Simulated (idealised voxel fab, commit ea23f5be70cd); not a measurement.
Process module in this document: voxel transistor to metal
The width of the displayed cross-section, cut, is 240 nm; its cells are square, with a size of 5 nm.
If you're reading a cross-section in this doc, picture square cells in a grid; it comes to you as bands, top ones listed first down to the bottom, and a band can be one or more rows of cells.
Per band: top height and bottom height in nm, followed by the left-to-right materials and their widths in nm; "everywhere" marks a single material spanning edge to edge, "blank" marks empty space.
Basically, 0 is our baseline, since under it the wafer straight out of the box is all one material. The bottom band has no lower end and keeps on going down, so it looks like "0 and below".
Note: "30 to 40" means the width goes from the first number (top row of the band) to the second number (bottom row) in equal steps per row of cells.
Key: "nothing changed" - step with no changed cell in the cross-section.
The entry titled "Sealed cavities" provides the empty spaces that have no open way to the top, restricted to those of 8 cells or more. Each is presented as width x height at distance, the distance being measured from the left edge, with all three in nm.
What comes after the settings on a step's line is commentary from the simulator itself on that step.
If you see "overlay nm" on a step's line and that step has a mask, it's telling you how far right of where it was planned the mask ended up; a negative number means it went left instead.
## The planned process steps are enumerated hereunder
1 RECEIVE, material Si
2 CONFORMAL_DEP, material SiO2, thk nm 5
3 CONFORMAL_DEP, material SiN, thk nm 15
4 PATTERN, tone cover, mask id ACTIVE, material resist, width nm 95, pitch nm 115, thk nm 15, overlay nm 0
5 DIRECTIONAL_ETCH, etch materials SiN, depth nm 15
6 DIRECTIONAL_ETCH, etch materials SiO2, depth nm 5
7 DIRECTIONAL_ETCH, etch materials Si, depth nm 35
8 STRIP, etch materials resist
9 OXIDIZE, depth nm 5
10 FILL_DEP, material SiO2, thk nm 5
11 CMP, height nm 20
12 SELECTIVE_ETCH, etch materials SiO2, depth nm 10
13 STRIP, etch materials SiN
14 SELECTIVE_ETCH, etch materials SiO2, depth nm 5
15 OXIDIZE, depth nm 5
16 DIRECTIONAL_DEP, material polySi, thk nm 20
17 DIRECTIONAL_DEP, material SiCN, thk nm 15
18 DIRECTIONAL_DEP, material aC, thk nm 15
19 PATTERN, tone cover, mask id GATE, material resist, width nm 15, pitch nm 115, thk nm 30, overlay nm 0
20 DIRECTIONAL_ETCH, etch materials aC, depth nm 15
21 STRIP, etch materials resist
22 DIRECTIONAL_ETCH, etch materials SiCN, depth nm 25
23 DIRECTIONAL_ETCH, etch materials polySi, depth nm 30
24 STRIP, etch materials aC
25 CONFORMAL_DEP, material SiN, thk nm 10
26 DIRECTIONAL_ETCH, etch materials SiN, depth nm 10
27 DIRECTIONAL_ETCH, etch materials SiO2, depth nm 5
28 DIRECTIONAL_ETCH, etch materials Si, depth nm 10
29 EPI, material pSi, thk nm 10
30 FILL_DEP, material SiO2, thk nm 10
31 CMP, height nm 35
32 DIRECTIONAL_DEP, material SiO2, thk nm 10
33 PATTERN, tone open, mask id CONTACT, material resist, width nm 30, thk nm 15, overlay nm 0
34 DIRECTIONAL_ETCH, etch materials SiO2, depth nm 50
35 STRIP, etch materials resist
36 CONFORMAL_DEP, material TiN, thk nm 5
37 FILL_DEP, material Ru, thk nm 5
38 CMP, height nm 45
39 DIRECTIONAL_DEP, material TiN, thk nm 5
40 DIRECTIONAL_DEP, material W, thk nm 15
41 MASKED_ETCH, tone cover, mask id METAL_1, width nm 15, etch materials W, depth nm 15, overlay nm 0
42 MASKED_ETCH, tone cover, mask id METAL_1, width nm 15, etch materials TiN, depth nm 5, overlay nm 0
43 FILL_DEP, material SiO2, thk nm 5
44 CMP, height nm 65
45 CONFORMAL_DEP, material SiN, thk nm 5
## Cross-section of the wafer upon arrival, representing the state reached after step 1
* 0 and below = Si everywhere
* Sealed cavities: none
## Module complete - cross-section of the first of two wafers, run according to plan
* 70 down to 65 = SiN everywhere
* 65 down to 50 = SiO2 20, W 15, SiO2 55, W 15, SiO2 30, W 15, SiO2 55, W 15, SiO2 20
* 50 down to 45 = SiO2 20, TiN 15, SiO2 55, TiN 15, SiO2 30, TiN 15, SiO2 55, TiN 15, SiO2 20
* 45 down to 35 = SiO2 20, TiN 5, Ru 20 to 15, TiN 5 to 10, SiO2 25, TiN 5 to 10, Ru 20 to 15, TiN 5, SiO2 30, TiN 5, Ru 20 to 15, TiN 5 to 10, SiO2 25, TiN 5 to 10, Ru 20 to 15, TiN 5, SiO2 20
* 35 down to 20 = SiO2 20, TiN 5, Ru 15, TiN 5, SiN 10, SiCN 15, SiN 10, TiN 5, Ru 15, TiN 5, SiO2 30, TiN 5, Ru 15, TiN 5, SiN 10, SiCN 15, SiN 10, TiN 5, Ru 15, TiN 5, SiO2 20
* 20 down to 10 = SiO2 20, TiN 5, Ru 15, TiN 5, SiN 10, polySi 15, SiN 10, TiN 5, Ru 15, TiN 5, SiO2 30, TiN 5, Ru 15, TiN 5, SiN 10, polySi 15, SiN 10, TiN 5, Ru 15, TiN 5, SiO2 20
* 10 down to 5 = SiO2 20, TiN 5, Ru 5, TiN 15, SiN 10, polySi 15, SiN 10, TiN 15, Ru 5, TiN 5, SiO2 30, TiN 5, Ru 5, TiN 15, SiN 10, polySi 15, SiN 10, TiN 15, Ru 5, TiN 5, SiO2 20
* 5 down to 0 = SiO2 10, SiN 10, TiN 5, Ru 5, TiN 5, pSi 10, SiN 10, polySi 15, SiN 10, pSi 10, TiN 5, Ru 5, TiN 5, SiN 10, SiO2 10, SiN 10, TiN 5, Ru 5, TiN 5, pSi 10, SiN 10, polySi 15, SiN 10, pSi 10, TiN 5, Ru 5, TiN 5, SiN 10, SiO2 10
* 0 down to -5 = SiO2 20, TiN 15, pSi 10, SiO2 35, pSi 10, TiN 15, SiO2 30, TiN 15, pSi 10, SiO2 35, pSi 10, TiN 15, SiO2 20
* -5 down to -15 = SiO2 20, pSi 25, Si 35, pSi 25, SiO2 30, pSi 25, Si 35, pSi 25, SiO2 20
* -15 down to -40 = SiO2 20, Si 85, SiO2 30, Si 85, SiO2 20
* -40 and below = Si everywhere
* Sealed cavities: none
## Module end: cross-section of wafer two of two. Same start and process plan as the first wafer. One mistake during execution
* 70 down to 65 = SiN everywhere
* 65 down to 50 = SiO2 20, W 15, SiO2 55, W 15, SiO2 30, W 15, SiO2 55, W 15, SiO2 20
* 50 down to 45 = SiO2 20, TiN 15, SiO2 55, TiN 15, SiO2 30, TiN 15, SiO2 55, TiN 15, SiO2 20
* 45 down to 35 = SiO2 20, TiN 5, Ru 20 to 15, TiN 5 to 10, SiO2 25, TiN 5 to 10, Ru 20 to 15, TiN 5, SiO2 30, TiN 5, Ru 20 to 15, TiN 5 to 10, SiO2 25, TiN 5 to 10, Ru 20 to 15, TiN 5, SiO2 20
* 35 down to 30 = SiO2 20, TiN 5, Ru 15, TiN 5, SiN 10, SiCN 15, SiN 10, TiN 5, Ru 15, TiN 5, SiO2 30, TiN 5, Ru 15, TiN 5, SiN 10, SiCN 15, SiN 10, TiN 5, Ru 15, TiN 5, SiO2 20
* 30 down to 25 = SiCN 10, SiN 10, TiN 25, SiN 10, SiCN 15, SiN 10, TiN 25, SiN 10, SiCN 10, SiN 10, TiN 25, SiN 10, SiCN 15, SiN 10, TiN 25, SiN 10, SiCN 10
* 25 down to 20 = polySi 10, SiCN 105, polySi 10, SiCN 105, polySi 10
* 20 down to 5 = polySi everywhere
* 5 down to 0 = SiO2 10, polySi 105, SiO2 10, polySi 105, SiO2 10
* 0 down to -5 = SiO2 everywhere
* -5 down to -40 = SiO2 20, Si 85, SiO2 30, Si 85, SiO2 20
* -40 and below = Si everywhere
* Sealed cavities: none
Where did the run depart from the plan? step 17 in the plan was executed twice
It is noted that, at the conclusion of processing, the second wafer exhibits a higher or lower cell count for certain materials relative to the first: Ru -56; Si +40; SiCN +42; SiN -40; SiO2 -50; TiN -48; pSi -56; polySi +168
